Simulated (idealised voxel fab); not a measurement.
process module | voxel trench capacitor
cross-section cut | 225 nm wide | cells 5 nm
A cross-section is a grid of square cells, given in bands from the top down. A band is one or more rows of cells.
Each band's line starts with the height of the band's top and of its bottom, in nm. Then come its materials from left to right, each with its width in nm. One material with "throughout" fills the band from edge to edge. "air" is empty space.
Height 0 is the level under which the wafer as received is all one material. The lowest band goes on downwards, as in "0 down".
A width such as "30 to 40" changes by the same amount from each row of cells to the next, from the band's top row to its bottom row.
"no change" after a step means that no cell of the cross-section changed.
closed voids: empty space of 8 cells or more with no open way to the top, each as width x height at its distance from the left edge, in nm
after a step's settings: what the simulator itself notes on the step
overlay nm, on a step with a mask: how far to the right of its planned place the mask lay; to the left if negative
plan
1 op RECEIVE | material Si
2 op CONFORMAL_DEP | material SiN | thk nm 5
3 op PATTERN | tone open | mask id TRENCH | material resist | width nm 25 | pitch nm 50 | thk nm 20 | overlay nm 0
4 op DIRECTIONAL_ETCH | etch materials SiN | depth nm 5
5 op DIRECTIONAL_ETCH | etch materials Si | depth nm 35
6 op STRIP | etch materials resist
7 op CONFORMAL_DEP | material Al2O3 | thk nm 5
8 op FILL_DEP | material polySi | thk nm 5
9 op CMP | height nm 5
as received, after step 1
  0 down: Si throughout
  closed voids: none
first wafer at the end, as planned
  5 to 0: SiN 50 | Al2O3 5 | polySi 15 | Al2O3 5 | SiN 25 | Al2O3 5 | polySi 15 | Al2O3 5 | SiN 25 | Al2O3 5 | polySi 15 | Al2O3 5 | SiN 50
  0 to -30: Si 50 | Al2O3 5 | polySi 15 | Al2O3 5 | Si 25 | Al2O3 5 | polySi 15 | Al2O3 5 | Si 25 | Al2O3 5 | polySi 15 | Al2O3 5 | Si 50
  -30 to -35: Si 50 | Al2O3 25 | Si 25 | Al2O3 25 | Si 25 | Al2O3 25 | Si 50
  -35 down: Si throughout
  closed voids: none
second wafer at the end: like start, like plan, one mistake
  5 to 0: polySi 45 | Al2O3 5 | SiN 25 | Al2O3 5 | polySi 15 | Al2O3 5 | SiN 25 | Al2O3 5 | polySi 15 | Al2O3 5 | SiN 25 | Al2O3 5 | polySi 45
  0 to -30: polySi 45 | Al2O3 5 | Si 25 | Al2O3 5 | polySi 15 | Al2O3 5 | Si 25 | Al2O3 5 | polySi 15 | Al2O3 5 | Si 25 | Al2O3 5 | polySi 45
  -30 to -35: Al2O3 50 | Si 25 | Al2O3 25 | Si 25 | Al2O3 25 | Si 25 | Al2O3 50
  -35 down: Si throughout
  closed voids: none
what went wrong: step 3 ran as: op PATTERN | tone cover | mask id TRENCH | material resist | width nm 25 | pitch nm 50 | thk nm 20 | overlay nm 0
at the end the second wafer has, in cells: 15 more of Al2O3 | 105 fewer of Si | 15 fewer of SiN | 105 more of polySi
